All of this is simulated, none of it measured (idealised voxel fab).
The document below concerns the process module designated voxel spacer lines.
Section cut is 300 nm wide and gridded with 5 nm square cells.
Each cross-section below is a grid of square cells, stated as bands in top-down order, with one or more rows of cells making up each band. This entry defines a band. It first specifies the height of the band's top and the height of its bottom in nm, and then specifies the band's materials from left to right, stating each material with its width in nm. The word "edge to edge" identifies a single material that fills the band from edge to edge, while the word "empty" identifies empty space. Heads up on the height convention: 0 is the point under which the incoming wafer is all one material, and the lowest band has no bottom, it just keeps going down, like "0 and below". You'd read "30 to 40" like this: the band's top row of cells is as wide as the first number, its bottom row is as wide as the second, and going down, every row changes width by the same amount as the row before did. It should be understood that the words "no alteration", when stated for a given step, signify that the cross-section underwent no change in any of its cells during that step. This entry, "Enclosed void listing", enumerates those empty regions of no fewer than 8 cells that possess no open connection to the top. Each region is reported in the form width x height at distance, the distance being taken from the left edge, with all three quantities expressed in nm. Anything after a step's settings on that line? It's the simulator's own note about the step. overlay nm: for a step with a mask, the amount by which the mask lay right of where it was planned; a negative amount means left of it.

INTENDED PROCESS STEPS
1: RECEIVE, material Si
2: CONFORMAL_DEP, material Al2O3, thk nm 10
3: DIRECTIONAL_DEP, material W, thk nm 15
4: DIRECTIONAL_DEP, material polySi, thk nm 25
5: PATTERN, tone cover, mask id MANDREL, material resist, width nm 15, pitch nm 50, thk nm 30, overlay nm 0
6: DIRECTIONAL_ETCH, etch materials polySi, depth nm 25
7: STRIP, etch materials resist
8: CONFORMAL_DEP, material SiO2, thk nm 10
9: DIRECTIONAL_ETCH, etch materials SiO2, depth nm 10
10: STRIP, etch materials polySi
11: DIRECTIONAL_ETCH, etch materials W, depth nm 15
12: STRIP, etch materials SiO2
13: FILL_DEP, material SiO2, thk nm 5
14: CMP, height nm 25
The wafers in this document start out alike and differ in the width nm applied at step 5; the plan shows the value used for the first wafer.

CROSS-SECTION, FIRST OF SEVERAL WAFERS, AS DELIVERED AFTER STEP 1
- 0 and below = Si edge to edge
- Enclosed void listing: none

HERE IS HOW TO READ THE ROWS: EVERY WAFER HAS A ROW, AND IT SHOWS THE WAFER AT THE END OF THE MODULE, GIVING FOR EACH MATERIAL HOW MANY CELLS WERE GAINED (+) OR LOST (-) SINCE THE WAFER WAS RECEIVED, THEN LISTING ITS CLOSED VOIDS
width nm 15, +120 Al2O3, +156 SiO2, +24 W, Enclosed void listing: none
width nm 20, +120 Al2O3, +156 SiO2, +24 W, Enclosed void listing: none
width nm 25, +120 Al2O3, +156 SiO2, +24 W, Enclosed void listing: none
width nm 30, +120 Al2O3, +156 SiO2, +24 W, Enclosed void listing: none
